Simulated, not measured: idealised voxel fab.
Presented below is a process module, voxel fin reveal.
The cross-section shown here is cut; it is 175 nm wide and divided into square cells measuring 5 nm on a side.
Each cross-section below is a grid of square cells, stated as bands in top-down order, with one or more rows of cells making up each band.
First you get the band's top height and its bottom height, in nm, and then the materials it's made of, left to right, with each width in nm. If you see a single material with "edge to edge", that one covers the band edge to edge. "blank" is empty space.
For the purposes of this specification, 0 denotes the height below which the wafer in its as-received condition is composed wholly of one material, and the lowermost band, lacking a lower limit, extends downward without end, as expressed in "0 down".
Width spec "30..40" -> top row of cells at first value, bottom row at second value, equal per-row change in between.
Any step labelled "no alteration" changed none of the cells in the cross-section.
Reported under the label "Fully sealed voids" are the empty spaces having no open way to the top and comprising 8 cells or more; the notation for each is width x height at distance, in which the distance is measured from the left edge and all three values are in nm.
Heads up: the bit after the settings on a step's line is the simulator's remark on that step.
overlay nm, on a step with a mask: how far to the right of its planned place the mask lay; to the left if negative

### Process steps (planned)
1: RECEIVE, material Si
2: CONFORMAL_DEP, material SiN, thk nm 10
3: MASKED_ETCH, tone cover, mask id FINS, width nm 15, pitch nm 35, etch materials SiN, depth nm 10, overlay nm 0
4: MASKED_ETCH, tone cover, mask id FINS, width nm 15, pitch nm 35, etch materials Si, depth nm 35, overlay nm 0
5: OXIDIZE, depth nm 5
6: FILL_DEP, material SiO2, thk nm 15
7: CMP, height nm 10
8: SELECTIVE_ETCH, etch materials SiO2, depth nm 30
9: STRIP, etch materials SiN

### As received (post step 1): cross-section
0 down: Si edge to edge
Fully sealed voids: none

### First wafer of two, sectioned at end of module; run went per plan
0 to -20: blank 65 / Si 5 / blank 30 / Si 5 / blank 70
-20 to -40: SiO2 65 / Si 5 / SiO2 30 / Si 5 / SiO2 70
-40 down: Si edge to edge
Fully sealed voids: none

### End of module, second wafer, cross-section. Started like the first, planned like the first, run with one mistake
0 to -20: blank 65 / Si 5 / blank 30 / Si 5 / blank 70
-20 to -45: SiO2 65 / Si 5 / SiO2 30 / Si 5 / SiO2 70
-45 down: Si edge to edge
Fully sealed voids: none
Where did the run depart from the plan? not per plan at step 4, really ran MASKED_ETCH, tone cover, mask id FINS, width nm 15, pitch nm 35, etch materials Si, depth nm 40, overlay nm 0
Final cells, second wafer relative to first, materials higher or lower: Si -33 | SiO2 +33
